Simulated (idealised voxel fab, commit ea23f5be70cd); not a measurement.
The following process module bears the name voxel spacer lines.
Each square cell in cross-section cut measures 5 nm, and the section as a whole is 155 nm wide.
Square cells in a grid make up a cross-section in this document, and the grid is given as bands, listed from the top down, each one or more rows of cells.
The entry gives the band's vertical extent as a top height and a bottom height in nm, then its horizontal make-up as materials from left to right, each with a width in nm. "blank" stands for empty space; a single material marked "edge to edge" fills the band edge to edge.
All heights in this document are referenced to 0, defined as the level beneath which the wafer, as received, consists entirely of one material. The lowest band is not bounded below; it extends indefinitely downward and is written in the form "from 0 down".
Top row gets the first number, bottom row gets the second, and each row in between changes by the same step: that is how a band width like "30->40" works.
"no change occurred" after a step means that no cell of the cross-section changed.
Under "Tabulated closed voids" you'll find the enclosed gaps, the ones with no way out to the top, that are 8 cells or bigger; each reads width x height at distance, with distance counted from the left edge, everything in nm.
On each step's line, the part that comes after the settings is the simulator's own comment on the step.
"overlay nm" denotes, for a step that has a mask, the displacement of the mask to the right of its planned place, with negative values corresponding to the left.
### Here's what the planned process steps look like
- 1: RECEIVE with material Si
- 2: CONFORMAL_DEP with material Al2O3, thk nm 10
- 3: DIRECTIONAL_DEP with material SiN, thk nm 20
- 4: DIRECTIONAL_DEP with material aC, thk nm 25
- 5: PATTERN with tone cover, mask id MANDREL, material resist, width nm 20, pitch nm 60, thk nm 30, overlay nm 0
- 6: DIRECTIONAL_ETCH with etch materials aC, depth nm 25
- 7: STRIP with etch materials resist
- 8: CONFORMAL_DEP with material SiO2, thk nm 10
- 9: DIRECTIONAL_ETCH with etch materials SiO2, depth nm 10
- 10: STRIP with etch materials aC
- 11: DIRECTIONAL_ETCH with etch materials SiN, depth nm 20
- 12: STRIP with etch materials SiO2
### The first of two wafers, run as planned
### As-received wafer cross-section (after step 1)
- from 0 down | Si edge to edge
- Tabulated closed voids: none
### Take a look at the wafer's cross-section after step 2
- from 10 to 0 | Al2O3 edge to edge
- All layers under 0 are left as they were.
### Take a look at the wafer's cross-section after step 3
- from 30 to 10 | SiN edge to edge
- All layers under 10 are left as they were.
### Take a look at the wafer's cross-section after step 4
- from 55 to 30 | aC edge to edge
- All layers under 30 are left as they were.
### Take a look at the wafer's cross-section after step 5
- from 85 to 55 | blank=35; resist=20; blank=40; resist=20; blank=40
- All layers under 55 are left as they were.
### Take a look at the wafer's cross-section after step 6
- from 60 to 55 | blank=35; resist=20; blank=40; resist=20; blank=40
- from 55 to 30 | blank=35; aC=20; blank=40; aC=20; blank=40
- All layers under 30 are left as they were.
### Take a look at the wafer's cross-section after step 7
- from 55 to 30 | blank=35; aC=20; blank=40; aC=20; blank=40
- All layers under 30 are left as they were.
### Take a look at the wafer's cross-section after step 8
- from 65 to 55 | blank=25; SiO2=40; blank=20; SiO2=40; blank=30
- from 55 to 40 | blank=25; SiO2=10; aC=20; SiO2=10; blank=20; SiO2=10; aC=20; SiO2=10; blank=30
- from 40 to 30 | SiO2=35; aC=20; SiO2=40; aC=20; SiO2=40
- All layers under 30 are left as they were.
### Take a look at the wafer's cross-section after step 9
- from 55 to 30 | blank=25; SiO2=10; aC=20; SiO2=10; blank=20; SiO2=10; aC=20; SiO2=10; blank=30
- All layers under 30 are left as they were.
### Take a look at the wafer's cross-section after step 10
- from 55 to 30 | blank=25; SiO2=10; blank=20; SiO2=10; blank=20; SiO2=10; blank=20; SiO2=10; blank=30
- All layers under 30 are left as they were.
### Take a look at the wafer's cross-section after step 11
- from 55 to 30 | blank=25; SiO2=10; blank=20; SiO2=10; blank=20; SiO2=10; blank=20; SiO2=10; blank=30
- from 30 to 10 | blank=25; SiN=10; blank=20; SiN=10; blank=20; SiN=10; blank=20; SiN=10; blank=30
- All layers under 10 are left as they were.
### Take a look at the wafer's cross-section after step 12
- from 30 to 10 | blank=25; SiN=10; blank=20; SiN=10; blank=20; SiN=10; blank=20; SiN=10; blank=30
- All layers under 10 are left as they were.
### The Second Wafer: Common Origin and Plan, One Mistake in Execution, Identical to the First Through Step 4
### Cross-section, second wafer, at the end time the plan gives for step 5
- from 85 to 55 | blank=30; resist=20; blank=40; resist=20; blank=45
- All layers under 55 are left as they were.
### Cross-section, second wafer, at the end time the plan gives for step 6
- from 60 to 55 | blank=30; resist=20; blank=40; resist=20; blank=45
- from 55 to 30 | blank=30; aC=20; blank=40; aC=20; blank=45
- All layers under 30 are left as they were.
### Cross-section, second wafer, at the end time the plan gives for step 7
- from 55 to 30 | blank=30; aC=20; blank=40; aC=20; blank=45
- All layers under 30 are left as they were.
### Cross-section, second wafer, at the end time the plan gives for step 8
- from 65 to 55 | blank=20; SiO2=40; blank=20; SiO2=40; blank=35
- from 55 to 40 | blank=20; SiO2=10; aC=20; SiO2=10; blank=20; SiO2=10; aC=20; SiO2=10; blank=35
- from 40 to 30 | SiO2=30; aC=20; SiO2=40; aC=20; SiO2=45
- All layers under 30 are left as they were.
### Cross-section, second wafer, at the end time the plan gives for step 9
- from 55 to 30 | blank=20; SiO2=10; aC=20; SiO2=10; blank=20; SiO2=10; aC=20; SiO2=10; blank=35
- All layers under 30 are left as they were.
### Cross-section, second wafer, at the end time the plan gives for step 10
- from 55 to 30 | blank=20; SiO2=10; blank=20; SiO2=10; blank=20; SiO2=10; blank=20; SiO2=10; blank=35
- All layers under 30 are left as they were.
### Cross-section, second wafer, at the end time the plan gives for step 11
- from 55 to 30 | blank=20; SiO2=10; blank=20; SiO2=10; blank=20; SiO2=10; blank=20; SiO2=10; blank=35
- from 30 to 10 | blank=20; SiN=10; blank=20; SiN=10; blank=20; SiN=10; blank=20; SiN=10; blank=35
- All layers under 10 are left as they were.
### Cross-section, second wafer, at the end time the plan gives for step 12
- from 30 to 10 | blank=20; SiN=10; blank=20; SiN=10; blank=20; SiN=10; blank=20; SiN=10; blank=35
- All layers under 10 are left as they were.
Nonconformance to the process plan: step 5 ran with different settings than intended, the actual operation and settings being PATTERN with tone cover, mask id MANDREL, material resist, width nm 20, pitch nm 60, thk nm 30, overlay nm -5
So at the finish, the second wafer's got exactly as many cells of each material as the first, just not in the same spots.
